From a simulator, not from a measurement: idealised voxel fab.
Process module in this document: voxel ribs on slabs
In the cross-section labelled cut, the width is 215 nm and each square cell is 5 nm.
Cross-section, as written here: a square-cell grid given band by band from the top down, where a band holds one or more rows of cells. Each band's line starts with the height of the band's top and of its bottom, in nm. Then come its materials from left to right, each with its width in nm. One material with "full width" fills the band from edge to edge. "air" is empty space. Height 0 is the level under which the wafer as received is all one material. The lowest band goes on downwards, as in "0..down". It should be noted that a width expressed as "30->40" varies in equal increments from row to row of cells within the band, taking the value of the first number at the top row and that of the second number at the bottom row. "stayed the same" for a step: no cell of the cross-section changed in that step. "Sealed-off cavities" lists enclosed empty spaces (at least 8 cells, no open path upward to the top), each as width x height at distance from the left edge, in nm. If you see something after the settings on a step's line, that's the simulator's own remark about that step. What "overlay nm" on a step's line means: if the step has a mask, that mask lay this far to the right of its planned place, or, when the value is negative, to the left.

## Listed below are the process steps as planned
1: RECEIVE | material Si
2: DIRECTIONAL_DEP | material SiO2 | thk nm 30
3: DIRECTIONAL_DEP | material polySi | thk nm 25
4: DIRECTIONAL_DEP | material aC | thk nm 15
5: PATTERN | tone cover | mask id RIB | material resist | width nm 15 | thk nm 35 | overlay nm 0
6: DIRECTIONAL_ETCH | etch materials aC | depth nm 15
7: STRIP | etch materials resist
8: DIRECTIONAL_ETCH | etch materials polySi | depth nm 20
9: STRIP | etch materials aC
10: DIRECTIONAL_DEP | material aC | thk nm 10
11: PATTERN | tone cover | mask id SLAB | material resist | width nm 55 | thk nm 30 | overlay nm 0
12: DIRECTIONAL_ETCH | etch materials aC | depth nm 10
13: STRIP | etch materials resist
14: DIRECTIONAL_ETCH | etch materials polySi | depth nm 5
15: STRIP | etch materials aC
16: FILL_DEP | material SiO2 | thk nm 25
17: CMP | height nm 70
18: DIRECTIONAL_DEP | material W | thk nm 5
19: MASKED_ETCH | tone cover | mask id HEATER | width nm 25 | etch materials W | depth nm 5 | overlay nm 0
20: CONFORMAL_DEP | material SiN | thk nm 5

## as received, after step 1
	0..down  Si full width
	Sealed-off cavities: none

## Post-module cross-section of the first of two wafers (run per plan)
	80..75  90 air, 35 SiN, 90 air
	75..70  95 SiN, 25 W, 95 SiN
	70..55  SiO2 full width
	55..35  100 SiO2, 15 polySi, 100 SiO2
	35..30  80 SiO2, 55 polySi, 80 SiO2
	30..0  SiO2 full width
	0..down  Si full width
	Sealed-off cavities: none

## Second wafer through the module, sectioned at the end: same beginning and same plan as the first wafer, with one mistake in carrying it out
	80..75  90 air, 35 SiN, 90 air
	75..70  95 SiN, 25 W, 95 SiN
	70..60  100 SiO2, 15 polySi, 100 SiO2
	60..55  80 SiO2, 55 polySi, 80 SiO2
	55..30  polySi full width
	30..0  SiO2 full width
	0..down  Si full width
	Sealed-off cavities: none
Want to know what went wrong? step 3 of the plan was twice carried out
Cell-count delta at end, second wafer over first, by material: SiO2 -209 | polySi +209
